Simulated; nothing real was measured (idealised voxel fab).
A process module follows: voxel transistor to metal.
We display cut, a cross-section 160 nm in width whose square cells are each 5 nm.
This document writes a cross-section as a grid whose cells are square, and gives it as bands, listed from the top down; one or more rows of cells form a band. Each band's line starts with the height of the band's top and of its bottom, in nm. Then come its materials from left to right, each with its width in nm. One material with "all across" fills the band from edge to edge. "empty" is empty space. Below 0: as-received wafer, all one material; heights counted from there. Lowest band: no bottom, goes on down, written "0 -> down". Think of "30..40" as a width that walks from the first number to the second as you go down the band, top row to bottom row, taking equal-sized steps from row to row. "no change" after a step means that no cell of the cross-section changed. Listed in "Fully sealed cavities": every empty space of 8 or more cells without an open way to the top. Form: width x height at distance, the distance being from the left edge, all in nm. Formally, on a step line, whatever follows the settings is a remark that the simulator itself makes on the step. Each step line may optionally specify "overlay nm", which for a step with a mask gives the rightward distance between the mask's planned place and where it lay, a negative value indicating the leftward direction.

## Below is the list of planned process steps
1: RECEIVE | material Si
2: OXIDIZE | depth nm 5
3: CONFORMAL_DEP | material SiN | thk nm 10
4: MASKED_ETCH | tone cover | mask id ACTIVE | width nm 110 | etch materials SiN | depth nm 10 | overlay nm 0
5: MASKED_ETCH | tone cover | mask id ACTIVE | width nm 110 | etch materials SiO2 | depth nm 5 | overlay nm 0
6: MASKED_ETCH | tone cover | mask id ACTIVE | width nm 110 | etch materials Si | depth nm 35 | overlay nm 0
7: FILL_DEP | material SiO2 | thk nm 15
8: CMP | height nm 10
9: SELECTIVE_ETCH | etch materials SiO2 | depth nm 5
10: STRIP | etch materials SiN
11: SELECTIVE_ETCH | etch materials SiO2 | depth nm 5
12: OXIDIZE | depth nm 5
13: DIRECTIONAL_DEP | material polySi | thk nm 30
14: DIRECTIONAL_DEP | material SiCN | thk nm 15
15: DIRECTIONAL_DEP | material aC | thk nm 15
16: PATTERN | tone cover | mask id GATE | material resist | width nm 20 | thk nm 30 | overlay nm 0
17: DIRECTIONAL_ETCH | etch materials aC | depth nm 15
18: STRIP | etch materials resist
19: DIRECTIONAL_ETCH | etch materials SiCN | depth nm 25
20: DIRECTIONAL_ETCH | etch materials polySi | depth nm 40
21: STRIP | etch materials aC
22: CONFORMAL_DEP | material SiO2 | thk nm 5
23: DIRECTIONAL_ETCH | etch materials SiO2 | depth nm 5
24: CONFORMAL_DEP | material SiN | thk nm 5
25: DIRECTIONAL_ETCH | etch materials SiN | depth nm 5
26: DIRECTIONAL_ETCH | etch materials SiO2 | depth nm 5
27: DIRECTIONAL_ETCH | etch materials Si | depth nm 10
28: EPI | material SiGe | thk nm 15
29: FILL_DEP | material SiO2 | thk nm 5
30: CMP | height nm 40
31: DIRECTIONAL_DEP | material SiO2 | thk nm 10
32: DIRECTIONAL_DEP | material aC | thk nm 10
33: PATTERN | tone open | mask id CONTACT | material resist | width nm 20 | pitch nm 70 | thk nm 30 | overlay nm 0
34: DIRECTIONAL_ETCH | etch materials aC | depth nm 10
35: STRIP | etch materials resist
36: DIRECTIONAL_ETCH | etch materials SiO2 | depth nm 45
37: STRIP | etch materials aC
38: CONFORMAL_DEP | material TiN | thk nm 5
39: FILL_DEP | material W | thk nm 10
40: CMP | height nm 50
41: CONFORMAL_DEP | material SiCN | thk nm 5
42: DIRECTIONAL_DEP | material lowk | thk nm 15
43: DIRECTIONAL_DEP | material aC | thk nm 15
44: PATTERN | tone open | mask id METAL_1 | material resist | width nm 20 | pitch nm 70 | thk nm 35 | overlay nm 0
45: DIRECTIONAL_ETCH | etch materials aC | depth nm 15
46: STRIP | etch materials resist
47: DIRECTIONAL_ETCH | etch materials lowk | depth nm 15
48: DIRECTIONAL_ETCH | etch materials SiCN | depth nm 5
49: STRIP | etch materials aC
50: CONFORMAL_DEP | material TiN | thk nm 5
51: FILL_DEP | material Cu | thk nm 5
52: CMP | height nm 70
53: CONFORMAL_DEP | material SiCN | thk nm 5
54: DIRECTIONAL_DEP | material SiO2 | thk nm 30
55: MASKED_ETCH | tone open | mask id METAL_2 | width nm 20 | pitch nm 70 | etch materials SiO2 | depth nm 20 | overlay nm 0
56: PATTERN | tone open | mask id METAL_2_HOLES | material resist | width nm 15 | pitch nm 70 | thk nm 15 | overlay nm 0
57: DIRECTIONAL_ETCH | etch materials SiO2 | depth nm 10
58: DIRECTIONAL_ETCH | etch materials SiCN | depth nm 5
59: STRIP | etch materials resist
60: CONFORMAL_DEP | material TiN | thk nm 5
61: FILL_DEP | material Cu | thk nm 5
62: CMP | height nm 105
63: CONFORMAL_DEP | material SiN | thk nm 5

## Wafer at receipt (post step 1), cross-section
  0 -> down | Si all across
  Fully sealed cavities: none

## One mistake in running the module, otherwise start and plan as above: cross-section at the end
  110 -> 105 | SiN all across
  105 -> 90 | SiO2 35 nm, TiN 5 nm, Cu 10 nm, TiN 5 nm, SiO2 50 nm, TiN 5 nm, Cu 10 nm, TiN 5 nm, SiO2 35 nm
  90 -> 85 | SiO2 35 nm, TiN 5 nm, Cu 5 nm, TiN 10 nm, SiO2 50 nm, TiN 5 nm, Cu 5 nm, TiN 10 nm, SiO2 35 nm
  85 -> 75 | SiO2 35 nm, TiN 5 nm, Cu 5 nm, TiN 5 nm, SiO2 55 nm, TiN 5 nm, Cu 5 nm, TiN 5 nm, SiO2 40 nm
  75 -> 70 | SiCN 35 nm, TiN 15 nm, SiCN 55 nm, TiN 15 nm, SiCN 40 nm
  70 -> 55 | lowk 35 nm, TiN 5 nm, Cu 10 nm, TiN 5 nm, lowk 50 nm, TiN 5 nm, Cu 10 nm, TiN 5 nm, lowk 35 nm
  55 -> 50 | SiCN 35 nm, TiN 20 nm, SiCN 50 nm, TiN 20 nm, SiCN 35 nm
  50 -> 40 | SiO2 35 nm, TiN 5 nm, W 10 nm, TiN 5 nm, SiO2 50 nm, TiN 5 nm, W 10 nm, TiN 5 nm, SiO2 35 nm
  40 -> 25 | SiO2 35 nm, TiN 5 nm, W 10 nm, TiN 5 nm, SiO2 5 nm, SiN 5 nm, SiO2 5 nm, SiCN 20 nm, SiO2 5 nm, SiN 5 nm, SiO2 5 nm, TiN 5 nm, W 10 nm, TiN 5 nm, SiO2 35 nm
  25 -> 10 | SiO2 35 nm, TiN 5 nm, W 10 nm, TiN 5 nm, SiO2 5 nm, SiN 5 nm, SiO2 5 nm, polySi 20 nm, SiO2 5 nm, SiN 5 nm, SiO2 5 nm, TiN 5 nm, W 10 nm, TiN 5 nm, SiO2 35 nm
  10 -> 5 | SiO2 35 nm, TiN 20 nm, SiO2 5 nm, SiN 5 nm, SiO2 5 nm, polySi 20 nm, SiO2 5 nm, SiN 5 nm, SiO2 5 nm, TiN 20 nm, SiO2 35 nm
  5 -> 0 | SiO2 35 nm, SiGe 25 nm, SiN 5 nm, SiO2 5 nm, polySi 20 nm, SiO2 5 nm, SiN 5 nm, SiGe 15 nm, SiO2 10 nm, SiGe 20 nm, SiO2 15 nm
  0 -> -5 | SiO2 35 nm, SiN 5 nm, SiGe 20 nm, SiN 5 nm, SiO2 5 nm, polySi 20 nm, SiO2 5 nm, SiN 5 nm, SiGe 15 nm, SiO2 10 nm, SiGe 15 nm, SiN 5 nm, SiO2 15 nm
  -5 -> -10 | SiO2 40 nm, SiGe 20 nm, SiO2 40 nm, SiGe 40 nm, SiO2 20 nm
  -10 -> -20 | SiO2 25 nm, Si 15 nm, SiGe 20 nm, Si 40 nm, SiGe 40 nm, Si 5 nm, SiO2 15 nm
  -20 -> -40 | SiO2 25 nm, Si 120 nm, SiO2 15 nm
  -40 -> down | Si all across
  Fully sealed cavities: none
What went wrong in running the wafer? step 4 ran differently from the plan; actual operation with settings: MASKED_ETCH | tone cover | mask id ACTIVE | width nm 110 | etch materials SiN | depth nm 10 | overlay nm 10
